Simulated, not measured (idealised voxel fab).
Presented below is a process module, voxel transistor to metal.
FYI the section here is cut, 185 nm wide, cells are 5 nm squares.
Think of the cross-section as a grid of square cells. We describe it in bands, top to bottom, and each band covers one or more rows of those cells. It is stipulated that each band's entry specify, in nanometres, the height of the top of the band and then that of its bottom, followed by the materials of the band in left-to-right sequence, each together with its width in nanometres. A single material marked by the word "everywhere" is understood to fill the band from edge to edge; the word "air" is understood to denote empty space. For the purposes of this specification, 0 denotes the height below which the wafer in its as-received condition is composed wholly of one material, and the lowermost band, lacking a lower limit, extends downward without end, as expressed in "0 and below". Top row gets the first number, bottom row gets the second, and each row in between changes by the same step: that is how a band width like "30 to 40" works. Step marked "no modification"? Then no cell in the cross-section changed in it. "Sealed internal voids" specifies each empty space that is not open to the top and that occupies no fewer than 8 cells, using the form width x height at distance, the distance measured from the left edge and all three quantities in nm. Formally, on a step line, whatever follows the settings is a remark that the simulator itself makes on the step. When a step includes a mask, the "overlay nm" setting on its line states how far to the right of its planned place that mask lay, and negative values state how far to the left.
**Steps planned for the process**
1) RECEIVE: material Si
2) OXIDIZE: depth nm 5
3) CONFORMAL_DEP: material SiN, thk nm 15
4) DIRECTIONAL_DEP: material aC, thk nm 10
5) PATTERN: tone cover, mask id ACTIVE, material resist, width nm 105, thk nm 30, overlay nm 0
6) DIRECTIONAL_ETCH: etch materials aC, depth nm 10
7) STRIP: etch materials resist
8) DIRECTIONAL_ETCH: etch materials SiN, depth nm 15
9) DIRECTIONAL_ETCH: etch materials SiO2, depth nm 5
10) DIRECTIONAL_ETCH: etch materials Si, depth nm 35
11) STRIP: etch materials aC
12) FILL_DEP: material SiO2, thk nm 10
13) CMP: height nm 15
14) SELECTIVE_ETCH: etch materials SiO2, depth nm 10
15) STRIP: etch materials SiN
16) SELECTIVE_ETCH: etch materials SiO2, depth nm 5
17) OXIDIZE: depth nm 5
18) DIRECTIONAL_DEP: material polySi, thk nm 20
19) DIRECTIONAL_DEP: material SiCN, thk nm 10
20) MASKED_ETCH: tone cover, mask id GATE, width nm 25, etch materials SiCN, depth nm 20, overlay nm 0
21) MASKED_ETCH: tone cover, mask id GATE, width nm 25, etch materials polySi, depth nm 30, overlay nm 0
22) CONFORMAL_DEP: material SiN, thk nm 5
23) DIRECTIONAL_ETCH: etch materials SiN, depth nm 5
24) DIRECTIONAL_ETCH: etch materials SiO2, depth nm 5
25) DIRECTIONAL_ETCH: etch materials Si, depth nm 10
26) EPI: material pSi, thk nm 10
27) FILL_DEP: material SiO2, thk nm 10
28) CMP: height nm 25
29) DIRECTIONAL_DEP: material SiO2, thk nm 10
30) PATTERN: tone open, mask id CONTACT, material resist, width nm 30, pitch nm 65, thk nm 15, overlay nm 0
31) DIRECTIONAL_ETCH: etch materials SiO2, depth nm 45
32) STRIP: etch materials resist
33) CONFORMAL_DEP: material TiN, thk nm 5
34) FILL_DEP: material Ru, thk nm 10
35) CMP: height nm 35
36) DIRECTIONAL_DEP: material TiN, thk nm 5
37) DIRECTIONAL_DEP: material W, thk nm 20
38) DIRECTIONAL_DEP: material aC, thk nm 15
39) PATTERN: tone cover, mask id METAL_1, material resist, width nm 15, pitch nm 80, thk nm 35, overlay nm 0
40) DIRECTIONAL_ETCH: etch materials aC, depth nm 15
41) STRIP: etch materials resist
42) DIRECTIONAL_ETCH: etch materials W, depth nm 20
43) DIRECTIONAL_ETCH: etch materials TiN, depth nm 5
44) STRIP: etch materials aC
45) FILL_DEP: material SiO2, thk nm 10
46) CMP: height nm 60
47) CONFORMAL_DEP: material SiCN, thk nm 5
48) DIRECTIONAL_DEP: material lowk, thk nm 30
49) DIRECTIONAL_DEP: material aC, thk nm 10
50) PATTERN: tone open, mask id METAL_2, material resist, width nm 15, pitch nm 80, thk nm 25, overlay nm 0
51) DIRECTIONAL_ETCH: etch materials aC, depth nm 10
52) STRIP: etch materials resist
53) DIRECTIONAL_ETCH: etch materials lowk, depth nm 15
54) STRIP: etch materials aC
55) DIRECTIONAL_DEP: material aC, thk nm 10
56) PATTERN: tone open, mask id METAL_2_HOLES, material resist, width nm 15, pitch nm 80, thk nm 25, overlay nm 0
57) DIRECTIONAL_ETCH: etch materials aC, depth nm 10
58) STRIP: etch materials resist
59) DIRECTIONAL_ETCH: etch materials lowk, depth nm 15
60) DIRECTIONAL_ETCH: etch materials SiCN, depth nm 5
61) STRIP: etch materials aC
62) CONFORMAL_DEP: material TiN, thk nm 5
63) FILL_DEP: material Cu, thk nm 10
64) CMP: height nm 95
65) CONFORMAL_DEP: material SiCN, thk nm 5
**Cross-section: wafer on arrival = after step 1**
  0 and below | Si everywhere
  Sealed internal voids: none
**Look at the cross-section after the module: the wafer started out the way shown above and the plan was the one shown above, yet one mistake was made along the way**
  100 down to 95 | SiCN everywhere
  95 down to 65 | 45 nm lowk; 5 nm TiN; 5 nm Cu; 5 nm TiN; 65 nm lowk; 5 nm TiN; 5 nm Cu; 5 nm TiN; 45 nm lowk
  65 down to 60 | 45 nm SiCN; 15 nm TiN; 65 nm SiCN; 15 nm TiN; 45 nm SiCN
  60 down to 40 | 45 nm SiO2; 15 nm W; 65 nm SiO2; 15 nm W; 45 nm SiO2
  40 down to 35 | 45 nm SiO2; 15 nm TiN; 65 nm SiO2; 15 nm TiN; 45 nm SiO2
  35 down to 30 | 40 nm Ru; 5 nm TiN; 30 nm SiO2; 5 nm TiN; 25 nm Ru; 5 nm TiN; 30 nm SiO2; 5 nm TiN; 40 nm Ru
  30 down to 25 | 40 nm Ru; 5 nm TiN; 30 nm SiO2; 35 nm TiN; 30 nm SiO2; 5 nm TiN; 40 nm Ru
  25 down to 15 | 40 nm Ru; 5 nm TiN; 30 nm SiO2; 5 nm SiN; 25 nm SiCN; 5 nm SiN; 30 nm SiO2; 5 nm TiN; 40 nm Ru
  15 down to 5 | 40 nm Ru; 5 nm TiN; 30 nm SiO2; 5 nm SiN; 25 nm polySi; 5 nm SiN; 30 nm SiO2; 5 nm TiN; 40 nm Ru
  5 down to 0 | 30 nm Ru; 15 nm TiN; 30 nm SiO2; 5 nm SiN; 25 nm polySi; 5 nm SiN; 30 nm SiO2; 15 nm TiN; 30 nm Ru
  0 down to -5 | 30 nm Ru; 5 nm TiN; 5 nm SiN; 5 nm TiN; 20 nm SiO2; 10 nm pSi; 5 nm SiN; 25 nm polySi; 5 nm SiN; 10 nm pSi; 20 nm SiO2; 5 nm TiN; 5 nm SiN; 5 nm TiN; 30 nm Ru
  -5 down to -10 | 35 nm TiN; 5 nm SiO2; 5 nm TiN; 20 nm SiO2; 10 nm pSi; 35 nm SiO2; 10 nm pSi; 20 nm SiO2; 5 nm TiN; 5 nm SiO2; 35 nm TiN
  -10 down to -20 | 40 nm SiO2; 35 nm pSi; 35 nm Si; 35 nm pSi; 40 nm SiO2
  -20 down to -40 | 40 nm SiO2; 105 nm Si; 40 nm SiO2
  -40 and below | Si everywhere
  Sealed internal voids: none
The plan and the run diverged here: step 30 was run on a setting that differed from the plan, and what really ran there is PATTERN: tone cover, mask id CONTACT, material resist, width nm 30, pitch nm 65, thk nm 15, overlay nm 0
